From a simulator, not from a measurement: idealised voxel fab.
Process module under the name voxel ribs on slabs
We display cut, a cross-section 290 nm in width whose square cells are each 5 nm.
When this document writes out a cross-section, it uses a grid of square cells and lists it as bands, beginning at the top and moving down, with a band standing for one or more rows of cells.
Band entry format. Leading values: height of top, height of bottom, nm. Remainder: materials in left-to-right order, each with its width in nm. Special words: "everywhere" on a single material, which then fills the band edge to edge; "air", empty space.
All heights in this document are referenced to 0, defined as the level beneath which the wafer, as received, consists entirely of one material. The lowest band is not bounded below; it extends indefinitely downward and is written in the form "0..down".
Quick explanation for "30..40": the width changes in equal steps down the rows of cells, from the first number in the band's top row to the second number in its bottom row.
"nothing changed" means the step left every cell of the cross-section as it was.
"Voids, sealed": empty spaces of 8 cells or more with no open way to the top, each given as width x height at distance, distance from the left edge, all in nm.
On each step's line, the part that comes after the settings is the simulator's own comment on the step.
A step line may carry the setting "overlay nm", which, for steps involving a mask, states the distance by which the mask lay to the right of its intended position; negative values denote displacement to the left.
The planned process steps are enumerated hereunder
| 1 | RECEIVE,material Si |
| 2 | DIRECTIONAL_DEP,material SiO2,thk nm 30 |
| 3 | DIRECTIONAL_DEP,material SiN,thk nm 25 |
| 4 | MASKED_ETCH,tone cover,mask id RIB,width nm 20,etch materials SiN,depth nm 10,overlay nm 0 |
| 5 | MASKED_ETCH,tone cover,mask id SLAB,width nm 80,etch materials SiN,depth nm 15,overlay nm 0 |
| 6 | FILL_DEP,material SiO2,thk nm 20 |
| 7 | CMP,height nm 70 |
| 8 | DIRECTIONAL_DEP,material W,thk nm 5 |
| 9 | MASKED_ETCH,tone cover,mask id HEATER,width nm 30,etch materials W,depth nm 5,overlay nm 0 |
| 10 | CONFORMAL_DEP,material SiO2,thk nm 5 |
as received, after step 1
	0..down: Si everywhere
	Voids, sealed: none
Figure: cross-sectional view of the wafer upon completion of the module, processed from the initial state and according to the plan depicted above, with one error introduced during execution
	80..75: 135 SiO2, 20 air, 135 SiO2
	75..70: 130 W, 30 SiO2, 130 W
	70..55: SiO2 everywhere
	55..45: 135 SiO2, 20 SiN, 135 SiO2
	45..30: 105 SiO2, 80 SiN, 105 SiO2
	30..0: SiO2 everywhere
	0..down: Si everywhere
	Voids, sealed: none
In executing the process, a mistake was made relative to the plan: it should be noted that step 9 was executed with settings other than those planned, the operation and settings actually applied being MASKED_ETCH,tone open,mask id HEATER,width nm 30,etch materials W,depth nm 5,overlay nm 0
